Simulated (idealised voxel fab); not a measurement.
Process module in this document: voxel capacitor over wiring
Section shown: cut. Width: 165 nm. Cell size: 5 nm, square.
Cross-section format: a grid of square cells, given as bands from top to bottom; each band is one or more rows of cells. This entry defines a band. It first specifies the height of the band's top and the height of its bottom in nm, and then specifies the band's materials from left to right, stating each material with its width in nm. The word "everywhere" identifies a single material that fills the band from edge to edge, while the word "empty" identifies empty space. All heights in this document are referenced to 0, defined as the level beneath which the wafer, as received, consists entirely of one material. The lowest band is not bounded below; it extends indefinitely downward and is written in the form "from 0 down". Per-row width for "30..40": begins at first number (top row of band), ends at second number (bottom row), increment between rows held constant. Take "no alteration" at face value: in the step it is given for, the cross-section changed in none of its cells. "Catalogued sealed voids" contains a list of empty spaces, each no smaller than 8 cells and without an open way to the top, written in the form width x height at distance with the distance from the left edge and all three in nm. Anything after a step's settings on that line? It's the simulator's own note about the step. A step's line can hold "overlay nm"; with a mask on that step, the setting says how far right of the planned place the mask lay, while a negative setting says it lay to the left.

-- Below is the list of planned process steps
step 1: RECEIVE: material Si
step 2: CONFORMAL_DEP: material SiO2, thk nm 10
step 3: CONFORMAL_DEP: material SiN, thk nm 5
step 4: DIRECTIONAL_DEP: material lowk, thk nm 20
step 5: DIRECTIONAL_DEP: material aC, thk nm 15
step 6: PATTERN: tone open, mask id METAL_1, material resist, width nm 20, pitch nm 90, thk nm 35, overlay nm 0
step 7: DIRECTIONAL_ETCH: etch materials aC, depth nm 15
step 8: STRIP: etch materials resist
step 9: DIRECTIONAL_ETCH: etch materials lowk, depth nm 20
step 10: DIRECTIONAL_ETCH: etch materials SiN, depth nm 5
step 11: STRIP: etch materials aC
step 12: CONFORMAL_DEP: material TiN, thk nm 5
step 13: FILL_DEP: material Cu, thk nm 5
step 14: CMP: height nm 35
step 15: CONFORMAL_DEP: material SiCN, thk nm 5
step 16: DIRECTIONAL_DEP: material lowk, thk nm 20
step 17: PATTERN: tone open, mask id PLUG_1, material resist, width nm 15, thk nm 15, overlay nm 0
step 18: DIRECTIONAL_ETCH: etch materials lowk, depth nm 20
step 19: DIRECTIONAL_ETCH: etch materials SiCN, depth nm 5
step 20: STRIP: etch materials resist
step 21: EPI: material Ru, thk nm 10
step 22: EPI: material Ru, thk nm 10
step 23: EPI: material Ru, thk nm 5
step 24: DIRECTIONAL_DEP: material TiN, thk nm 5
step 25: DIRECTIONAL_DEP: material HfO2, thk nm 5
step 26: DIRECTIONAL_DEP: material TiN, thk nm 5
step 27: MASKED_ETCH: tone cover, mask id UPPER_PLATE, width nm 75, etch materials TiN, depth nm 5, overlay nm 0
step 28: MASKED_ETCH: tone cover, mask id UPPER_PLATE, width nm 75, etch materials HfO2, depth nm 5, overlay nm 0
step 29: PATTERN: tone cover, mask id LOWER_PLATE, material resist, width nm 85, thk nm 20, overlay nm 0
step 30: DIRECTIONAL_ETCH: etch materials TiN, depth nm 5
step 31: STRIP: etch materials resist
step 32: FILL_DEP: material SiO2, thk nm 15
step 33: CMP: height nm 85
step 34: DIRECTIONAL_DEP: material aC, thk nm 10
step 35: PATTERN: tone open, mask id PLUG_2, material resist, width nm 15, thk nm 30, overlay nm 0
step 36: DIRECTIONAL_ETCH: etch materials aC, depth nm 10
step 37: STRIP: etch materials resist
step 38: DIRECTIONAL_ETCH: etch materials SiO2, depth nm 10
step 39: STRIP: etch materials aC
step 40: CONFORMAL_DEP: material TiN, thk nm 5
step 41: FILL_DEP: material Cu, thk nm 10
step 42: CMP: height nm 85
step 43: CONFORMAL_DEP: material SiCN, thk nm 5

-- Account of the first of two wafers, which was processed as intended

-- Cross-section of the wafer upon arrival, representing the state reached after step 1
  from 0 down  Si everywhere
  Catalogued sealed voids: none

-- So this is the wafer cross-section right after step 2
  from 10 to 0  SiO2 everywhere
  Under the height 0 nothing was changed.

-- So this is the wafer cross-section right after step 3
  from 15 to 10  SiN everywhere
  Under the height 10 nothing was changed.

-- So this is the wafer cross-section right after step 4
  from 35 to 15  lowk everywhere
  Under the height 15 nothing was changed.

-- So this is the wafer cross-section right after step 5
  from 50 to 35  aC everywhere
  Under the height 35 nothing was changed.

-- So this is the wafer cross-section right after step 6
  from 85 to 50  resist: 25 | empty: 20 | resist: 70 | empty: 20 | resist: 30
  Under the height 50 nothing was changed.

-- So this is the wafer cross-section right after step 7
  from 70 to 50  resist: 25 | empty: 20 | resist: 70 | empty: 20 | resist: 30
  from 50 to 35  aC: 25 | empty: 20 | aC: 70 | empty: 20 | aC: 30
  Under the height 35 nothing was changed.

-- So this is the wafer cross-section right after step 8
  from 50 to 35  aC: 25 | empty: 20 | aC: 70 | empty: 20 | aC: 30
  Under the height 35 nothing was changed.

-- So this is the wafer cross-section right after step 9
  from 50 to 35  aC: 25 | empty: 20 | aC: 70 | empty: 20 | aC: 30
  from 35 to 15  lowk: 25 | empty: 20 | lowk: 70 | empty: 20 | lowk: 30
  Under the height 15 nothing was changed.

-- So this is the wafer cross-section right after step 10
  from 50 to 35  aC: 25 | empty: 20 | aC: 70 | empty: 20 | aC: 30
  from 35 to 15  lowk: 25 | empty: 20 | lowk: 70 | empty: 20 | lowk: 30
  from 15 to 10  SiN: 25 | empty: 20 | SiN: 70 | empty: 20 | SiN: 30
  Under the height 10 nothing was changed.

-- So this is the wafer cross-section right after step 11
  from 35 to 15  lowk: 25 | empty: 20 | lowk: 70 | empty: 20 | lowk: 30
  Under the height 15 nothing was changed.

-- So this is the wafer cross-section right after step 12
  from 40 to 35  TiN: 30 | empty: 10 | TiN: 80 | empty: 10 | TiN: 35
  from 35 to 15  lowk: 25 | TiN: 5 | empty: 10 | TiN: 5 | lowk: 70 | TiN: 5 | empty: 10 | TiN: 5 | lowk: 30
  from 15 to 10  SiN: 25 | TiN: 20 | SiN: 70 | TiN: 20 | SiN: 30
  Under the height 10 nothing was changed.

-- So this is the wafer cross-section right after step 13
  from 45 to 40  Cu everywhere
  from 40 to 35  TiN: 30 | Cu: 10 | TiN: 80 | Cu: 10 | TiN: 35
  from 35 to 15  lowk: 25 | TiN: 5 | Cu: 10 | TiN: 5 | lowk: 70 | TiN: 5 | Cu: 10 | TiN: 5 | lowk: 30
  Under the height 15 nothing was changed.

-- So this is the wafer cross-section right after step 14
  from 35 to 15  lowk: 25 | TiN: 5 | Cu: 10 | TiN: 5 | lowk: 70 | TiN: 5 | Cu: 10 | TiN: 5 | lowk: 30
  Under the height 15 nothing was changed.

-- So this is the wafer cross-section right after step 15
  from 40 to 35  SiCN everywhere
  Under the height 35 nothing was changed.

-- So this is the wafer cross-section right after step 16
  from 60 to 40  lowk everywhere
  Under the height 40 nothing was changed.

-- So this is the wafer cross-section right after step 17
  from 75 to 60  resist: 30 | empty: 15 | resist: 120
  Under the height 60 nothing was changed.

-- So this is the wafer cross-section right after step 18
  from 75 to 60  resist: 30 | empty: 15 | resist: 120
  from 60 to 40  lowk: 30 | empty: 15 | lowk: 120
  Under the height 40 nothing was changed.

-- So this is the wafer cross-section right after step 19
  from 75 to 60  resist: 30 | empty: 15 | resist: 120
  from 60 to 40  lowk: 30 | empty: 15 | lowk: 120
  from 40 to 35  SiCN: 30 | empty: 15 | SiCN: 120
  Under the height 35 nothing was changed.

-- So this is the wafer cross-section right after step 20
  from 60 to 40  lowk: 30 | empty: 15 | lowk: 120
  Under the height 40 nothing was changed.

-- So this is the wafer cross-section right after step 21
  from 60 to 45  lowk: 30 | empty: 15 | lowk: 120
  from 45 to 40  lowk: 30 | Ru: 15 | lowk: 120
  from 40 to 35  SiCN: 30 | Ru: 15 | SiCN: 120
  Under the height 35 nothing was changed.

-- So this is the wafer cross-section right after step 22
  from 60 to 55  lowk: 30 | empty: 15 | lowk: 120
  from 55 to 40  lowk: 30 | Ru: 15 | lowk: 120
  Under the height 40 nothing was changed.

-- So this is the wafer cross-section right after step 23
  from 60 to 40  lowk: 30 | Ru: 15 | lowk: 120
  Under the height 40 nothing was changed.

-- So this is the wafer cross-section right after step 24
  from 65 to 60  TiN everywhere
  Under the height 60 nothing was changed.

-- So this is the wafer cross-section right after step 25
  from 70 to 65  HfO2 everywhere
  Under the height 65 nothing was changed.

-- So this is the wafer cross-section right after step 26
  from 75 to 70  TiN everywhere
  Under the height 70 nothing was changed.

-- So this is the wafer cross-section right after step 27
  from 75 to 70  empty: 30 | TiN: 75 | empty: 60
  Under the height 70 nothing was changed.

-- So this is the wafer cross-section right after step 28
  from 75 to 70  empty: 30 | TiN: 75 | empty: 60
  from 70 to 65  empty: 30 | HfO2: 75 | empty: 60
  Under the height 65 nothing was changed.

-- So this is the wafer cross-section right after step 29
  from 95 to 75  empty: 25 | resist: 85 | empty: 55
  from 75 to 70  empty: 25 | resist: 5 | TiN: 75 | resist: 5 | empty: 55
  from 70 to 65  empty: 25 | resist: 5 | HfO2: 75 | resist: 5 | empty: 55
  Under the height 65 nothing was changed.

-- So this is the wafer cross-section right after step 30
  from 95 to 75  empty: 25 | resist: 85 | empty: 55
  from 75 to 70  empty: 25 | resist: 5 | TiN: 75 | resist: 5 | empty: 55
  from 70 to 65  empty: 25 | resist: 5 | HfO2: 75 | resist: 5 | empty: 55
  from 65 to 60  empty: 25 | TiN: 85 | empty: 55
  Under the height 60 nothing was changed.

-- So this is the wafer cross-section right after step 31
  from 75 to 70  empty: 30 | TiN: 75 | empty: 60
  from 70 to 65  empty: 30 | HfO2: 75 | empty: 60
  Under the height 65 nothing was changed.

-- So this is the wafer cross-section right after step 32
  from 90 to 75  SiO2 everywhere
  from 75 to 70  SiO2: 30 | TiN: 75 | SiO2: 60
  from 70 to 65  SiO2: 30 | HfO2: 75 | SiO2: 60
  from 65 to 60  SiO2: 25 | TiN: 85 | SiO2: 55
  Under the height 60 nothing was changed.

-- So this is the wafer cross-section right after step 33
  from 85 to 75  SiO2 everywhere
  Under the height 75 nothing was changed.

-- So this is the wafer cross-section right after step 34
  from 95 to 85  aC everywhere
  Under the height 85 nothing was changed.

-- So this is the wafer cross-section right after step 35
  from 125 to 95  resist: 40 | empty: 15 | resist: 110
  Under the height 95 nothing was changed.

-- So this is the wafer cross-section right after step 36
  from 115 to 95  resist: 40 | empty: 15 | resist: 110
  from 95 to 85  aC: 40 | empty: 15 | aC: 110
  Under the height 85 nothing was changed.

-- So this is the wafer cross-section right after step 37
  from 95 to 85  aC: 40 | empty: 15 | aC: 110
  Under the height 85 nothing was changed.

-- So this is the wafer cross-section right after step 38
  from 95 to 85  aC: 40 | empty: 15 | aC: 110
  from 85 to 75  SiO2: 40 | empty: 15 | SiO2: 110
  Under the height 75 nothing was changed.

-- So this is the wafer cross-section right after step 39
  from 85 to 75  SiO2: 40 | empty: 15 | SiO2: 110
  Under the height 75 nothing was changed.

-- So this is the wafer cross-section right after step 40
  from 90 to 85  TiN: 45 | empty: 5 | TiN: 115
  from 85 to 80  SiO2: 40 | TiN: 5 | empty: 5 | TiN: 5 | SiO2: 110
  from 80 to 70  SiO2: 40..30 | TiN: 15..75 | SiO2: 110..60
  Under the height 70 nothing was changed.

-- So this is the wafer cross-section right after step 41
  from 100 to 90  Cu everywhere
  from 90 to 85  TiN: 45 | Cu: 5 | TiN: 115
  from 85 to 80  SiO2: 40 | TiN: 5 | Cu: 5 | TiN: 5 | SiO2: 110
  Under the height 80 nothing was changed.

-- So this is the wafer cross-section right after step 42
  from 85 to 80  SiO2: 40 | TiN: 5 | Cu: 5 | TiN: 5 | SiO2: 110
  Under the height 80 nothing was changed.

-- So this is the wafer cross-section right after step 43
  from 90 to 85  SiCN everywhere
  Under the height 85 nothing was changed.

-- Second wafer: same start and same plan as the first, one execution error; identical to the first through step 26

-- Second wafer profile in section, at the moment step 27 of the plan was meant to be complete
  from 75 to 70  TiN: 30 | empty: 75 | TiN: 60
  Under the height 70 nothing was changed.

Second wafer profile in section, at the moment step 28 of the plan was meant to be complete: no alteration

-- Second wafer profile in section, at the moment step 29 of the plan was meant to be complete
  from 95 to 75  empty: 25 | resist: 85 | empty: 55
  from 75 to 70  TiN: 30 | resist: 75 | TiN: 60
  Under the height 70 nothing was changed.

-- Second wafer profile in section, at the moment step 30 of the plan was meant to be complete
  from 95 to 75  empty: 25 | resist: 85 | empty: 55
  from 75 to 70  empty: 25 | TiN: 5 | resist: 75 | TiN: 5 | empty: 55
  Under the height 70 nothing was changed.

-- Second wafer profile in section, at the moment step 31 of the plan was meant to be complete
  from 75 to 70  empty: 25 | TiN: 5 | empty: 75 | TiN: 5 | empty: 55
  Under the height 70 nothing was changed.

-- Second wafer profile in section, at the moment step 32 of the plan was meant to be complete
  from 90 to 75  SiO2 everywhere
  from 75 to 70  SiO2: 25 | TiN: 5 | SiO2: 75 | TiN: 5 | SiO2: 55
  Under the height 70 nothing was changed.

-- Second wafer profile in section, at the moment step 33 of the plan was meant to be complete
  from 85 to 75  SiO2 everywhere
  Under the height 75 nothing was changed.

-- Second wafer profile in section, at the moment step 34 of the plan was meant to be complete
  from 95 to 85  aC everywhere
  Under the height 85 nothing was changed.

-- Second wafer profile in section, at the moment step 35 of the plan was meant to be complete
  from 125 to 95  resist: 40 | empty: 15 | resist: 110
  Under the height 95 nothing was changed.

-- Second wafer profile in section, at the moment step 36 of the plan was meant to be complete
  from 115 to 95  resist: 40 | empty: 15 | resist: 110
  from 95 to 85  aC: 40 | empty: 15 | aC: 110
  Under the height 85 nothing was changed.

-- Second wafer profile in section, at the moment step 37 of the plan was meant to be complete
  from 95 to 85  aC: 40 | empty: 15 | aC: 110
  Under the height 85 nothing was changed.

-- Second wafer profile in section, at the moment step 38 of the plan was meant to be complete
  from 95 to 85  aC: 40 | empty: 15 | aC: 110
  from 85 to 75  SiO2: 40 | empty: 15 | SiO2: 110
  Under the height 75 nothing was changed.

-- Second wafer profile in section, at the moment step 39 of the plan was meant to be complete
  from 85 to 75  SiO2: 40 | empty: 15 | SiO2: 110
  Under the height 75 nothing was changed.

-- Second wafer profile in section, at the moment step 40 of the plan was meant to be complete
  from 90 to 85  TiN: 45 | empty: 5 | TiN: 115
  from 85 to 80  SiO2: 40 | TiN: 5 | empty: 5 | TiN: 5 | SiO2: 110
  from 80 to 75  SiO2: 40 | TiN: 15 | SiO2: 110
  Under the height 75 nothing was changed.

-- Second wafer profile in section, at the moment step 41 of the plan was meant to be complete
  from 100 to 90  Cu everywhere
  from 90 to 85  TiN: 45 | Cu: 5 | TiN: 115
  from 85 to 80  SiO2: 40 | TiN: 5 | Cu: 5 | TiN: 5 | SiO2: 110
  Under the height 80 nothing was changed.

-- Second wafer profile in section, at the moment step 42 of the plan was meant to be complete
  from 85 to 80  SiO2: 40 | TiN: 5 | Cu: 5 | TiN: 5 | SiO2: 110
  Under the height 80 nothing was changed.

-- Second wafer profile in section, at the moment step 43 of the plan was meant to be complete
  from 90 to 85  SiCN everywhere
  Under the height 85 nothing was changed.
In executing the process, a mistake was made relative to the plan: step 27 was not run as planned; what actually ran was MASKED_ETCH: tone open, mask id UPPER_PLATE, width nm 75, etch materials TiN, depth nm 5, overlay nm 0
Materials where the second wafer ends with more or fewer cells than the first: HfO2 +18, SiO2 -21, TiN +3
